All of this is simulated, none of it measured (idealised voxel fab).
process module | voxel wiring stack
cross-section cut | 300 nm wide | cells 5 nm
A cross-section is a grid of square cells, given in bands from the top down. A band is one or more rows of cells.
Each band's line starts with the height of the band's top and of its bottom, in nm. Then come its materials from left to right, each with its width in nm. One material with "throughout" fills the band from edge to edge. "air" is empty space.
Height 0 is the level under which the wafer as received is all one material. The lowest band goes on downwards, as in "0 down".
A width such as "30 to 40" changes by the same amount from each row of cells to the next, from the band's top row to its bottom row.
"no change" after a step means that no cell of the cross-section changed.
closed voids: empty space of 8 cells or more with no open way to the top, each as width x height at its distance from the left edge, in nm
after a step's settings: what the simulator itself notes on the step
overlay nm, on a step with a mask: how far to the right of its planned place the mask lay; to the left if negative
plan
1 op RECEIVE | material Si
2 op CONFORMAL_DEP | material SiO2 | thk nm 15
3 op CONFORMAL_DEP | material SiN | thk nm 5
4 op DIRECTIONAL_DEP | material lowk | thk nm 25
5 op DIRECTIONAL_DEP | material aC | thk nm 10
6 op PATTERN | tone open | mask id METAL_1 | material resist | width nm 30 | pitch nm 55 | thk nm 30 | overlay nm 0
7 op DIRECTIONAL_ETCH | etch materials aC | depth nm 10
8 op STRIP | etch materials resist
9 op DIRECTIONAL_ETCH | etch materials lowk | depth nm 25
10 op DIRECTIONAL_ETCH | etch materials SiN | depth nm 5
11 op STRIP | etch materials aC
12 op CONFORMAL_DEP | material TiN | thk nm 5
13 op FILL_DEP | material Cu | thk nm 5
14 op CMP | height nm 45
15 op CONFORMAL_DEP | material SiCN | thk nm 5
16 op DIRECTIONAL_DEP | material lowk | thk nm 15
17 op MASKED_ETCH | tone open | mask id PLUG_1 | width nm 15 | pitch nm 55 | etch materials lowk | depth nm 15 | overlay nm 0
18 op MASKED_ETCH | tone open | mask id PLUG_1 | width nm 15 | pitch nm 55 | etch materials SiCN | depth nm 5 | overlay nm 0
19 op EPI | material Ru | thk nm 10
20 op EPI | material Ru | thk nm 10
21 op DIRECTIONAL_DEP | material TiN | thk nm 5
22 op DIRECTIONAL_DEP | material Ru | thk nm 15
23 op DIRECTIONAL_DEP | material aC | thk nm 15
24 op PATTERN | tone cover | mask id METAL_2 | material resist | width nm 30 | pitch nm 55 | thk nm 35 | overlay nm 0
25 op DIRECTIONAL_ETCH | etch materials aC | depth nm 15
26 op STRIP | etch materials resist
27 op DIRECTIONAL_ETCH | etch materials Ru | depth nm 15
28 op DIRECTIONAL_ETCH | etch materials TiN | depth nm 5
29 op STRIP | etch materials aC
30 op CONFORMAL_DEP | material SiCN | thk nm 5
31 op FILL_DEP | material SiO2 | thk nm 5
32 op CMP | height nm 85
33 op CONFORMAL_DEP | material SiCN | thk nm 5
34 op DIRECTIONAL_DEP | material SiO2 | thk nm 20
35 op PATTERN | tone open | mask id PLUG_2 | material resist | width nm 15 | pitch nm 55 | thk nm 15 | overlay nm 0
36 op DIRECTIONAL_ETCH | etch materials SiO2 | depth nm 20
37 op DIRECTIONAL_ETCH | etch materials SiCN | depth nm 5
38 op STRIP | etch materials resist
39 op CONFORMAL_DEP | material TiN | thk nm 5
40 op FILL_DEP | material Ru | thk nm 10
41 op CMP | height nm 110
42 op CONFORMAL_DEP | material SiCN | thk nm 5
43 op DIRECTIONAL_DEP | material lowk | thk nm 20
44 op PATTERN | tone open | mask id METAL_3 | material resist | width nm 30 | pitch nm 55 | thk nm 15 | overlay nm 0
45 op DIRECTIONAL_ETCH | etch materials lowk | depth nm 20
46 op DIRECTIONAL_ETCH | etch materials SiCN | depth nm 5
47 op STRIP | etch materials resist
48 op CONFORMAL_DEP | material TiN | thk nm 5
49 op FILL_DEP | material Ru | thk nm 5
50 op CMP | height nm 135
51 op CONFORMAL_DEP | material SiCN | thk nm 5
52 op DIRECTIONAL_DEP | material SiO2 | thk nm 20
53 op DIRECTIONAL_DEP | material aC | thk nm 10
54 op PATTERN | tone open | mask id PLUG_3 | material resist | width nm 15 | pitch nm 55 | thk nm 25 | overlay nm 0
55 op DIRECTIONAL_ETCH | etch materials aC | depth nm 10
56 op STRIP | etch materials resist
57 op DIRECTIONAL_ETCH | etch materials SiO2 | depth nm 20
58 op DIRECTIONAL_ETCH | etch materials SiCN | depth nm 5
59 op STRIP | etch materials aC
60 op CONFORMAL_DEP | material TiN | thk nm 5
61 op FILL_DEP | material W | thk nm 5
62 op CMP | height nm 160
63 op CONFORMAL_DEP | material SiCN | thk nm 5
64 op DIRECTIONAL_DEP | material SiO2 | thk nm 15
65 op MASKED_ETCH | tone open | mask id METAL_4 | width nm 30 | pitch nm 55 | etch materials SiO2 | depth nm 15 | overlay nm 0
66 op MASKED_ETCH | tone open | mask id METAL_4 | width nm 30 | pitch nm 55 | etch materials SiCN | depth nm 5 | overlay nm 0
67 op CONFORMAL_DEP | material TiN | thk nm 5
68 op FILL_DEP | material Ru | thk nm 5
69 op CMP | height nm 180
70 op EPI | material Ru | thk nm 5
71 op FILL_DEP | material SiCN | thk nm 5
varied across the wafers: thk nm of step 21. The plan shows the first wafer's value. All wafers start alike
first wafer as received, after step 1
  0 down: Si throughout
  closed voids: none
first wafer at the end, after step 71
  190 to 185: SiCN throughout
  185 to 180: SiCN 75 | Ru 40 | SiCN 15 | Ru 40 | SiCN 15 | Ru 40 | SiCN 75
  180 to 165: SiO2 80 | TiN 5 | Ru 20 | TiN 5 | SiO2 25 | TiN 5 | Ru 20 | TiN 5 | SiO2 25 | TiN 5 | Ru 20 | TiN 5 | SiO2 80
  165 to 160: SiCN 80 | TiN 30 | SiCN 25 | TiN 30 | SiCN 25 | TiN 30 | SiCN 80
  160 to 140: SiO2 80 | TiN 5 | W 5 | TiN 5 | SiO2 40 | TiN 5 | W 5 | TiN 5 | SiO2 40 | TiN 5 | W 5 | TiN 5 | SiO2 95
  140 to 135: SiCN 80 | TiN 15 | SiCN 40 | TiN 15 | SiCN 40 | TiN 15 | SiCN 95
  135 to 115: lowk 80 | TiN 5 | Ru 20 | TiN 5 | lowk 25 | TiN 5 | Ru 20 | TiN 5 | lowk 25 | TiN 5 | Ru 20 | TiN 5 | lowk 80
  115 to 110: SiCN 80 | TiN 30 | SiCN 25 | TiN 30 | SiCN 25 | TiN 30 | SiCN 80
  110 to 90: SiO2 80 | TiN 5 | Ru 5 | TiN 5 | SiO2 40 | TiN 5 | Ru 5 | TiN 5 | SiO2 40 | TiN 5 | Ru 5 | TiN 5 | SiO2 95
  90 to 85: SiCN 80 | TiN 15 | SiCN 40 | TiN 15 | SiCN 40 | TiN 15 | SiCN 95
  85 to 70: SiO2 75 | SiCN 5 | Ru 30 | SiCN 5 | SiO2 15 | SiCN 5 | Ru 30 | SiCN 5 | SiO2 15 | SiCN 5 | Ru 30 | SiCN 5 | SiO2 75
  70 to 65: SiCN 80 | TiN 30 | SiCN 25 | TiN 30 | SiCN 25 | TiN 30 | SiCN 80
  65 to 50: lowk 80 | Ru 15 | lowk 40 | Ru 15 | lowk 40 | Ru 15 | lowk 95
  50 to 45: SiCN 80 | Ru 15 | SiCN 40 | Ru 15 | SiCN 40 | Ru 15 | SiCN 95
  45 to 20: lowk 80 | TiN 5 | Cu 20 | TiN 5 | lowk 25 | TiN 5 | Cu 20 | TiN 5 | lowk 25 | TiN 5 | Cu 20 | TiN 5 | lowk 80
  20 to 15: SiN 80 | TiN 30 | SiN 25 | TiN 30 | SiN 25 | TiN 30 | SiN 80
  15 to 0: SiO2 throughout
  0 down: Si throughout
  closed voids: none
last wafer at the end
  190 to 185: SiCN throughout
  185 to 180: SiCN 75 | Ru 40 | SiCN 15 | Ru 40 | SiCN 15 | Ru 40 | SiCN 75
  180 to 165: SiO2 80 | TiN 5 | Ru 20 | TiN 5 | SiO2 25 | TiN 5 | Ru 20 | TiN 5 | SiO2 25 | TiN 5 | Ru 20 | TiN 5 | SiO2 80
  165 to 160: SiCN 80 | TiN 30 | SiCN 25 | TiN 30 | SiCN 25 | TiN 30 | SiCN 80
  160 to 140: SiO2 80 | TiN 5 | W 5 | TiN 5 | SiO2 40 | TiN 5 | W 5 | TiN 5 | SiO2 40 | TiN 5 | W 5 | TiN 5 | SiO2 95
  140 to 135: SiCN 80 | TiN 15 | SiCN 40 | TiN 15 | SiCN 40 | TiN 15 | SiCN 95
  135 to 115: lowk 80 | TiN 5 | Ru 20 | TiN 5 | lowk 25 | TiN 5 | Ru 20 | TiN 5 | lowk 25 | TiN 5 | Ru 20 | TiN 5 | lowk 80
  115 to 110: SiCN 80 | TiN 30 | SiCN 25 | TiN 30 | SiCN 25 | TiN 30 | SiCN 80
  110 to 90: SiO2 80 | TiN 5 | Ru 5 | TiN 5 | SiO2 40 | TiN 5 | Ru 5 | TiN 5 | SiO2 40 | TiN 5 | Ru 5 | TiN 5 | SiO2 95
  90 to 80: SiCN 80 | TiN 15 to 30 | SiCN 40 to 25 | TiN 15 to 30 | SiCN 40 to 25 | TiN 15 to 30 | SiCN 95 to 80
  80 to 65: TiN throughout
  65 to 50: lowk 80 | Ru 15 | lowk 40 | Ru 15 | lowk 40 | Ru 15 | lowk 95
  50 to 45: SiCN 80 | Ru 15 | SiCN 40 | Ru 15 | SiCN 40 | Ru 15 | SiCN 95
  45 to 20: lowk 80 | TiN 5 | Cu 20 | TiN 5 | lowk 25 | TiN 5 | Cu 20 | TiN 5 | lowk 25 | TiN 5 | Cu 20 | TiN 5 | lowk 80
  20 to 15: SiN 80 | TiN 30 | SiN 25 | TiN 30 | SiN 25 | TiN 30 | SiN 80
  15 to 0: SiO2 throughout
  0 down: Si throughout
  closed voids: none
each wafer at the end: cells of each material gained (+) or lost (-) since it was received, then its closed voids
thk nm 5 | +60 Cu | +210 Ru | +393 SiCN | +42 SiN | +822 SiO2 | +210 TiN | +12 W | +531 lowk | closed voids: none
thk nm 10 | +60 Cu | +192 Ru | +387 SiCN | +42 SiN | +786 SiO2 | +270 TiN | +12 W | +531 lowk | closed voids: none
thk nm 15 | +60 Cu | +174 Ru | +381 SiCN | +42 SiN | +750 SiO2 | +330 TiN | +12 W | +531 lowk | closed voids: none
thk nm 20 | +60 Cu | +156 Ru | +375 SiCN | +42 SiN | +714 SiO2 | +390 TiN | +12 W | +531 lowk | closed voids: none
